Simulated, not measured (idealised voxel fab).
This is a process module. Its name is voxel gate over fins.
The cross-section on display is named cut; it measures 195 nm wide, and its cells are 5 nm squares.
Think of the cross-section as a grid of square cells. We describe it in bands, top to bottom, and each band covers one or more rows of those cells. What a band's entry tells you: where the top is and where the bottom is, as heights in nm, and after that what lies inside, material by material from left to right, each with its width in nm. Empty space is written as the word "empty", and a single material marked with the word "all across" occupies the band from edge to edge. Heights are reckoned from 0. Under this level, the received wafer is all of one material. The bottommost band is open-ended downward, for example "0 nm and below". So if you see something like "30 to 40" for the width, read it as the top row of the band sitting at the first number and the bottom row at the second, with every row in between moving by the same amount as the last. Given "remained unchanged" for a step, no cell of the cross-section differs between before and after that step. The label "Enclosed void listing" introduces a list of the empty spaces, 8 cells or larger, that have no open way up to the top; each entry in it reads width x height at distance, where the distance is taken from the left edge and all three are stated in nm. That trailing text on a step's line, after the settings, is the simulator's own remark on the step. "overlay nm" denotes, for a step that has a mask, the displacement of the mask to the right of its planned place, with negative values corresponding to the left.
**This section lists the process steps that were planned**
| 1 | RECEIVE,material Si |
| 2 | CONFORMAL_DEP,material SiN,thk nm 5 |
| 3 | DIRECTIONAL_DEP,material aC,thk nm 15 |
| 4 | PATTERN,tone cover,mask id FINS,material resist,width nm 15,pitch nm 60,thk nm 30,overlay nm 0 |
| 5 | DIRECTIONAL_ETCH,etch materials aC,depth nm 15 |
| 6 | STRIP,etch materials resist |
| 7 | DIRECTIONAL_ETCH,etch materials SiN,depth nm 5 |
| 8 | DIRECTIONAL_ETCH,etch materials Si,depth nm 30 |
| 9 | STRIP,etch materials aC |
| 10 | FILL_DEP,material SiO2,thk nm 10 |
| 11 | CMP,height nm 5 |
| 12 | MASKED_ETCH,tone open,mask id RAIL,width nm 15,etch materials SiO2,depth nm 30,overlay nm 0 |
| 13 | CONFORMAL_DEP,material TiN,thk nm 5 |
| 14 | FILL_DEP,material W,thk nm 5 |
| 15 | CMP,height nm 5 |
| 16 | SELECTIVE_ETCH,etch materials W Ru TiN,depth nm 20 |
| 17 | FILL_DEP,material SiO2,thk nm 5 |
| 18 | CMP,height nm 5 |
| 19 | SELECTIVE_ETCH,etch materials SiO2,depth nm 15 |
| 20 | STRIP,etch materials SiN |
| 21 | CONFORMAL_DEP,material HfO2,thk nm 5 |
| 22 | CONFORMAL_DEP,material TiN,thk nm 5 |
| 23 | CONFORMAL_DEP,material TiAl,thk nm 5 |
| 24 | CONFORMAL_DEP,material TiN,thk nm 5 |
| 25 | FILL_DEP,material W,thk nm 15 |
| 26 | CMP,height nm 30 |
| 27 | CONFORMAL_DEP,material SiCN,thk nm 10 |
**Cross-section of the wafer as it came to us, i.e., already through step 1**
  0 nm and below = Si all across
  Enclosed void listing: none
**The cross-section shown corresponds to the wafer at the conclusion of the module. The initial structure and the process plan are those presented above; however, one mistake occurred in executing the plan**
  40 nm to 30 nm = SiCN all across
  30 nm to 20 nm = W all across
  20 nm to 15 nm = W 10  TiN 55  W 5  TiN 55  W 5  TiN 55  W 10
  15 nm to 10 nm = W 10  TiN 5  TiAl 45  TiN 5  W 5  TiN 5  TiAl 45  TiN 5  W 5  TiN 5  TiAl 45  TiN 5  W 10
  10 nm to 5 nm = TiN 15  TiAl 5  TiN 35  TiAl 5  TiN 15  TiAl 5  TiN 35  TiAl 5  TiN 15  TiAl 5  TiN 35  TiAl 5  TiN 15
  5 nm to 0 nm = TiAl 20  TiN 5  HfO2 25  TiN 5  TiAl 25  TiN 5  HfO2 25  TiN 5  TiAl 25  TiN 5  HfO2 25  TiN 5  TiAl 20
  0 nm to -5 nm = TiN 25  HfO2 5  Si 15  HfO2 5  TiN 35  HfO2 5  Si 15  HfO2 5  TiN 35  HfO2 5  Si 15  HfO2 5  TiN 25
  -5 nm to -10 nm = HfO2 20  TiN 5  HfO2 5  Si 15  HfO2 5  TiN 5  HfO2 25  TiN 5  HfO2 5  Si 15  HfO2 5  TiN 5  HfO2 25  TiN 5  HfO2 5  Si 15  HfO2 5  TiN 5  HfO2 20
  -10 nm to -15 nm = SiO2 15  HfO2 15  Si 15  HfO2 15  SiO2 15  HfO2 15  Si 15  HfO2 15  SiO2 15  HfO2 15  Si 15  HfO2 15  SiO2 15
  -15 nm to -20 nm = SiO2 30  Si 15  SiO2 15  TiN 5  W 5  TiN 5  SiO2 15  Si 15  SiO2 45  Si 15  SiO2 30
  -20 nm to -25 nm = SiO2 30  Si 15  SiO2 15  TiN 15  SiO2 15  Si 15  SiO2 45  Si 15  SiO2 30
  -25 nm to -30 nm = SiO2 30  Si 15  SiO2 45  Si 15  SiO2 45  Si 15  SiO2 30
  -30 nm and below = Si all across
  Enclosed void listing: none
Finding, execution versus plan: step 20 occupied the plan position of step 19, and the converse holds as well
